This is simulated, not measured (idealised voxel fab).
The process module presented herein is designated voxel wiring stack.
Section cut is 265 nm wide and gridded with 5 nm square cells.
This document writes a cross-section as a grid whose cells are square, and gives it as bands, listed from the top down; one or more rows of cells form a band.
Heights first: top, then bottom, in nm. Then materials, left to right, each with a width in nm. "all across" on a single material: fills the band edge to edge. "air": empty space.
Basically, 0 is our baseline, since under it the wafer straight out of the box is all one material. The bottom band has no lower end and keeps on going down, so it looks like "0 -> down".
It should be noted that a width expressed as "30 to 40" varies in equal increments from row to row of cells within the band, taking the value of the first number at the top row and that of the second number at the bottom row.
Take "left unchanged" at face value: in the step it is given for, the cross-section changed in none of its cells.
"Listed closed voids" means: voids of 8 cells or more that are shut off from the top with no open way through. Written width x height at distance, distance from the left edge, in nm.
Whatever follows a step's settings on its line is a remark the simulator itself makes about that step.
For masked steps, "overlay nm" on the step line gives how far right of plan the mask actually lay; a minus sign means it lay to the left.

The following list gives the planned process steps:
step 1: RECEIVE (material Si)
step 2: CONFORMAL_DEP (material SiO2; thk nm 15)
step 3: DIRECTIONAL_DEP (material TiN; thk nm 5)
step 4: DIRECTIONAL_DEP (material Ru; thk nm 25)
step 5: MASKED_ETCH (tone cover; mask id METAL_1; width nm 25; pitch nm 45; etch materials Ru; depth nm 25; overlay nm 0)
step 6: MASKED_ETCH (tone cover; mask id METAL_1; width nm 25; pitch nm 45; etch materials TiN; depth nm 5; overlay nm 0)
step 7: CONFORMAL_DEP (material SiN; thk nm 5)
step 8: FILL_DEP (material SiO2; thk nm 5)
step 9: CMP (height nm 45)
step 10: CONFORMAL_DEP (material SiCN; thk nm 5)
step 11: DIRECTIONAL_DEP (material lowk; thk nm 30)
step 12: MASKED_ETCH (tone open; mask id METAL_2; width nm 25; pitch nm 45; etch materials lowk; depth nm 15; overlay nm 0)
step 13: DIRECTIONAL_DEP (material aC; thk nm 10)
step 14: PATTERN (tone open; mask id METAL_2_HOLES; material resist; width nm 15; pitch nm 45; thk nm 30; overlay nm 0)
step 15: DIRECTIONAL_ETCH (etch materials aC; depth nm 10)
step 16: STRIP (etch materials resist)
step 17: DIRECTIONAL_ETCH (etch materials lowk; depth nm 15)
step 18: DIRECTIONAL_ETCH (etch materials SiCN; depth nm 5)
step 19: STRIP (etch materials aC)
step 20: CONFORMAL_DEP (material TiN; thk nm 5)
step 21: FILL_DEP (material Cu; thk nm 5)
step 22: CMP (height nm 80)
step 23: CONFORMAL_DEP (material SiCN; thk nm 5)
step 24: DIRECTIONAL_DEP (material SiO2; thk nm 25)
step 25: MASKED_ETCH (tone open; mask id METAL_3_HOLES; width nm 15; pitch nm 45; etch materials SiO2; depth nm 25; overlay nm 0)
step 26: DIRECTIONAL_DEP (material aC; thk nm 15)
step 27: PATTERN (tone open; mask id METAL_3; material resist; width nm 25; pitch nm 45; thk nm 35; overlay nm 0)
step 28: DIRECTIONAL_ETCH (etch materials aC; depth nm 15)
step 29: STRIP (etch materials resist)
step 30: DIRECTIONAL_ETCH (etch materials SiO2; depth nm 15)
step 31: DIRECTIONAL_ETCH (etch materials SiCN; depth nm 5)
step 32: STRIP (etch materials aC)
step 33: CONFORMAL_DEP (material TiN; thk nm 5)
step 34: FILL_DEP (material Cu; thk nm 5)
step 35: CMP (height nm 110)
step 36: CONFORMAL_DEP (material SiCN; thk nm 5)
step 37: DIRECTIONAL_DEP (material lowk; thk nm 30)
step 38: MASKED_ETCH (tone open; mask id METAL_4; width nm 25; pitch nm 45; etch materials lowk; depth nm 20; overlay nm 0)
step 39: PATTERN (tone open; mask id METAL_4_HOLES; material resist; width nm 15; pitch nm 45; thk nm 15; overlay nm 0)
step 40: DIRECTIONAL_ETCH (etch materials lowk; depth nm 10)
step 41: DIRECTIONAL_ETCH (etch materials SiCN; depth nm 5)
step 42: STRIP (etch materials resist)
step 43: CONFORMAL_DEP (material TiN; thk nm 5)
step 44: FILL_DEP (material Cu; thk nm 10)
step 45: CMP (height nm 145)
step 46: CONFORMAL_DEP (material SiN; thk nm 5)

Cross-sectional view of the wafer in its as-received condition, corresponding to the state after step 1:
	0 -> down  Si all across
	Listed closed voids: none

What the wafer looks like in cross-section after this module, when it starts as shown above and follows the plan above but one mistake is made in running it:
	150 -> 145  SiN all across
	145 -> 130  lowk 75 nm; TiN 5 nm; Cu 15 nm; TiN 5 nm; lowk 20 nm; TiN 5 nm; Cu 15 nm; TiN 5 nm; lowk 20 nm; TiN 5 nm; Cu 15 nm; TiN 5 nm; lowk 75 nm
	130 -> 125  lowk 75 nm; TiN 5 nm; Cu 5 nm; TiN 15 nm; lowk 20 nm; TiN 5 nm; Cu 5 nm; TiN 15 nm; lowk 20 nm; TiN 5 nm; Cu 5 nm; TiN 15 nm; lowk 75 nm
	125 -> 115  lowk 75 nm; TiN 5 nm; Cu 5 nm; TiN 5 nm; lowk 30 nm; TiN 5 nm; Cu 5 nm; TiN 5 nm; lowk 30 nm; TiN 5 nm; Cu 5 nm; TiN 5 nm; lowk 85 nm
	115 -> 110  SiCN 75 nm; TiN 15 nm; SiCN 30 nm; TiN 15 nm; SiCN 30 nm; TiN 15 nm; SiCN 85 nm
	110 -> 100  SiO2 75 nm; TiN 5 nm; Cu 15 nm; TiN 5 nm; SiO2 20 nm; TiN 5 nm; Cu 15 nm; TiN 5 nm; SiO2 20 nm; TiN 5 nm; Cu 15 nm; TiN 5 nm; SiO2 75 nm
	100 -> 95  SiO2 75 nm; TiN 5 nm; Cu 5 nm; TiN 15 nm; SiO2 20 nm; TiN 5 nm; Cu 5 nm; TiN 15 nm; SiO2 20 nm; TiN 5 nm; Cu 5 nm; TiN 15 nm; SiO2 75 nm
	95 -> 85  SiO2 75 nm; TiN 5 nm; Cu 5 nm; TiN 5 nm; SiO2 30 nm; TiN 5 nm; Cu 5 nm; TiN 5 nm; SiO2 30 nm; TiN 5 nm; Cu 5 nm; TiN 5 nm; SiO2 85 nm
	85 -> 80  SiCN 75 nm; TiN 15 nm; SiCN 30 nm; TiN 15 nm; SiCN 30 nm; TiN 15 nm; SiCN 85 nm
	80 -> 70  lowk 75 nm; TiN 5 nm; Cu 15 nm; TiN 5 nm; lowk 20 nm; TiN 5 nm; Cu 15 nm; TiN 5 nm; lowk 20 nm; TiN 5 nm; Cu 15 nm; TiN 5 nm; lowk 75 nm
	70 -> 65  lowk 75 nm; TiN 5 nm; Cu 5 nm; TiN 15 nm; lowk 20 nm; TiN 5 nm; Cu 5 nm; TiN 15 nm; lowk 20 nm; TiN 5 nm; Cu 5 nm; TiN 15 nm; lowk 75 nm
	65 -> 50  lowk 75 nm; TiN 5 nm; Cu 5 nm; TiN 5 nm; lowk 30 nm; TiN 5 nm; Cu 5 nm; TiN 5 nm; lowk 30 nm; TiN 5 nm; Cu 5 nm; TiN 5 nm; lowk 85 nm
	50 -> 45  SiCN 75 nm; TiN 15 nm; SiCN 30 nm; TiN 15 nm; SiCN 30 nm; TiN 15 nm; SiCN 85 nm
	45 -> 25  SiO2 70 nm; SiN 5 nm; Ru 25 nm; SiN 5 nm; SiO2 10 nm; SiN 5 nm; Ru 25 nm; SiN 5 nm; SiO2 10 nm; SiN 5 nm; Ru 25 nm; SiN 5 nm; SiO2 70 nm
	25 -> 20  SiN 75 nm; Ru 25 nm; SiN 20 nm; Ru 25 nm; SiN 20 nm; Ru 25 nm; SiN 75 nm
	20 -> 5  SiO2 all across
	5 -> 0  TiN all across
	0 -> down  Si all across
	Listed closed voids: none
Diagnosis: sequence error: steps 2 and 3 interchanged
